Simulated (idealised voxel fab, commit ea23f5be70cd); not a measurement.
Process module under the name voxel capacitor over wiring
Pictured: cross-section cut, 195 nm wide, on a grid of 5 nm square cells.
Cross-section, as written here: a square-cell grid given band by band from the top down, where a band holds one or more rows of cells.
It is stipulated that each band's entry specify, in nanometres, the height of the top of the band and then that of its bottom, followed by the materials of the band in left-to-right sequence, each together with its width in nanometres. A single material marked by the word "everywhere" is understood to fill the band from edge to edge; the word "empty" is understood to denote empty space.
Measure heights from 0. That's the level where, below it, the as-received wafer is all one material. The lowest band is bottomless and extends downward; write it as in "top 0, no bottom".
Graded width ("30->40"): value in top row of band = first number; value in bottom row = second number; row-to-row change constant.
"nothing different", as given for a step, is the statement that not any cell of the cross-section underwent a change during that step.
"Enclosed empty spaces" lists enclosed empty spaces (at least 8 cells, no open path upward to the top), each as width x height at distance from the left edge, in nm.
Past the settings on a step's line: simulator remark, on that step.
Steps that use a mask can have "overlay nm" on their line. It says how far the mask sat to the right of where it was meant to be. Negative means to the left.
### The steps planned for the process are as follows
1: RECEIVE | material Si
2: CONFORMAL_DEP | material SiO2 | thk nm 15
3: CONFORMAL_DEP | material SiCN | thk nm 5
4: DIRECTIONAL_DEP | material lowk | thk nm 20
5: MASKED_ETCH | tone open | mask id METAL_1 | width nm 20 | pitch nm 80 | etch materials lowk | depth nm 20 | overlay nm 0
6: MASKED_ETCH | tone open | mask id METAL_1 | width nm 20 | pitch nm 80 | etch materials SiCN | depth nm 5 | overlay nm 0
7: CONFORMAL_DEP | material TiN | thk nm 5
8: FILL_DEP | material Cu | thk nm 5
9: CMP | height nm 40
10: CONFORMAL_DEP | material SiCN | thk nm 5
11: DIRECTIONAL_DEP | material lowk | thk nm 20
12: DIRECTIONAL_DEP | material aC | thk nm 10
13: PATTERN | tone open | mask id PLUG_1 | material resist | width nm 15 | thk nm 25 | overlay nm 0
14: DIRECTIONAL_ETCH | etch materials aC | depth nm 10
15: STRIP | etch materials resist
16: DIRECTIONAL_ETCH | etch materials lowk | depth nm 20
17: DIRECTIONAL_ETCH | etch materials SiCN | depth nm 5
18: STRIP | etch materials aC
19: CONFORMAL_DEP | material TiN | thk nm 5
20: FILL_DEP | material Ru | thk nm 10
21: CMP | height nm 65
22: DIRECTIONAL_DEP | material TiN | thk nm 5
23: DIRECTIONAL_DEP | material Al2O3 | thk nm 5
24: DIRECTIONAL_DEP | material TiN | thk nm 10
25: MASKED_ETCH | tone cover | mask id UPPER_PLATE | width nm 65 | etch materials TiN | depth nm 10 | overlay nm 0
26: MASKED_ETCH | tone cover | mask id UPPER_PLATE | width nm 65 | etch materials Al2O3 | depth nm 5 | overlay nm 0
27: MASKED_ETCH | tone cover | mask id LOWER_PLATE | width nm 75 | etch materials TiN | depth nm 5 | overlay nm 0
28: FILL_DEP | material SiO2 | thk nm 15
29: CMP | height nm 95
30: PATTERN | tone open | mask id PLUG_2 | material resist | width nm 15 | thk nm 15 | overlay nm 0
31: DIRECTIONAL_ETCH | etch materials SiO2 | depth nm 10
32: STRIP | etch materials resist
33: CONFORMAL_DEP | material TiN | thk nm 5
34: FILL_DEP | material W | thk nm 5
35: CMP | height nm 95
36: CONFORMAL_DEP | material SiCN | thk nm 5
### Here's what the wafer looked like in cross-section when it arrived - that's after step 1
  top 0, no bottom  Si everywhere
  Enclosed empty spaces: none
### Wafer cross-section at end of module: start and plan as shown above, one execution error
  top 100, bottom 95  SiCN everywhere
  top 95, bottom 90  SiO2 60 nm, then TiN 5 nm, then W 5 nm, then TiN 5 nm, then SiO2 120 nm
  top 90, bottom 85  SiO2 60 nm, then TiN 15 nm, then SiO2 120 nm
  top 85, bottom 75  SiO2 50 nm, then TiN 65 nm, then SiO2 80 nm
  top 75, bottom 70  SiCN everywhere
  top 70, bottom 65  TiN everywhere
  top 65, bottom 45  lowk 50 nm, then TiN 5 nm, then Ru 5 nm, then TiN 5 nm, then lowk 130 nm
  top 45, bottom 40  SiCN 50 nm, then TiN 15 nm, then SiCN 130 nm
  top 40, bottom 20  lowk 45 nm, then TiN 5 nm, then Cu 10 nm, then TiN 5 nm, then lowk 60 nm, then TiN 5 nm, then Cu 10 nm, then TiN 5 nm, then lowk 50 nm
  top 20, bottom 15  SiCN 45 nm, then TiN 20 nm, then SiCN 60 nm, then TiN 20 nm, then SiCN 50 nm
  top 15, bottom 0  SiO2 everywhere
  top 0, no bottom  Si everywhere
  Enclosed empty spaces: none
what went wrong: it should be noted that step 23 was executed with settings other than those planned, the operation and settings actually applied being DIRECTIONAL_DEP | material SiCN | thk nm 5
